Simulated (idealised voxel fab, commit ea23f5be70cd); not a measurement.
Title: Process Module voxel self aligned vias
Cross-section cut: width 295 nm, square cells of 5 nm.
This document writes a cross-section as a grid whose cells are square, and gives it as bands, listed from the top down; one or more rows of cells form a band. The band entry comprises the height of the band's top followed by the height of its bottom, expressed in nm, and subsequently the band's materials from left to right, each stated together with its width in nm. Where a single material is marked with the word "all across", that material fills the band from edge to edge. The word "blank" represents empty space. Zero point of the height axis is 0; under it, received wafer = one material. Lowest band: continues down indefinitely, "from 0 down". The two numbers in a width such as "30 to 40" mark its ends across the band: the first belongs to the top row of cells, the second to the bottom row, and from each row to the next the width moves by the same amount. Any step labelled "identical to before" changed none of the cells in the cross-section. "Enclosed cavities" enumerates empty spaces isolated from the top, with no open way to it, that contain at least 8 cells, giving each as width x height at distance from the left edge, all three in nm. It should be noted that, on the line of a given step, the content following the step's settings is a remark produced by the simulator itself with respect to that step. overlay nm: how far to the right of its planned place the mask lay on this masked step (negative: to the left).

List of planned process steps:
1 RECEIVE: material Si
2 CONFORMAL_DEP: material SiO2, thk nm 10
3 CONFORMAL_DEP: material SiCN, thk nm 5
4 DIRECTIONAL_DEP: material lowk, thk nm 25
5 DIRECTIONAL_DEP: material aC, thk nm 10
6 PATTERN: tone open, mask id LINES, material resist, width nm 25, pitch nm 50, thk nm 30, overlay nm 0
7 DIRECTIONAL_ETCH: etch materials aC, depth nm 10
8 STRIP: etch materials resist
9 DIRECTIONAL_ETCH: etch materials lowk, depth nm 25
10 STRIP: etch materials aC
11 CONFORMAL_DEP: material TiN, thk nm 5
12 FILL_DEP: material Ru, thk nm 5
13 CMP: height nm 40
14 SELECTIVE_ETCH: etch materials W Ru TiN, depth nm 5
15 FILL_DEP: material SiN, thk nm 10
16 CMP: height nm 40
17 DIRECTIONAL_DEP: material lowk, thk nm 15
18 PATTERN: tone open, mask id VIAS, material resist, width nm 35, thk nm 15, overlay nm 0
19 DIRECTIONAL_ETCH: etch materials lowk, depth nm 15
20 DIRECTIONAL_ETCH: etch materials SiN, depth nm 5
21 STRIP: etch materials resist
22 CONFORMAL_DEP: material TiN, thk nm 5
23 FILL_DEP: material Cu, thk nm 10
24 CMP: height nm 55
25 CONFORMAL_DEP: material SiCN, thk nm 5

So this is the incoming wafer in cross-section - it's already been through step 1:
    from 0 down: Si all across
    Enclosed cavities: none

Cross-sectional result after module completion. Note: starting condition and plan are unchanged from above; one processing mistake was made:
    from 60 to 55: SiCN all across
    from 55 to 45: lowk 105 nm / TiN 5 nm / Cu 25 nm / TiN 5 nm / lowk 155 nm
    from 45 to 40: lowk 105 nm / TiN 10 nm / Cu 15 nm / TiN 10 nm / lowk 155 nm
    from 40 to 35: lowk 110 nm / TiN 25 nm / lowk 25 nm / SiN 25 nm / lowk 110 nm
    from 35 to 30: lowk 110 nm / TiN 5 nm / Ru 15 nm / TiN 5 nm / lowk 25 nm / TiN 5 nm / Ru 15 nm / TiN 5 nm / lowk 110 nm
    from 30 to 25: lowk 110 nm / TiN 25 nm / lowk 25 nm / TiN 25 nm / lowk 110 nm
    from 25 to 10: SiCN all across
    from 10 to 0: SiO2 all across
    from 0 down: Si all across
    Enclosed cavities: none
In executing the process, a mistake was made relative to the plan: note that step 3 departed from the planned setting and was carried out as CONFORMAL_DEP: material SiCN, thk nm 15
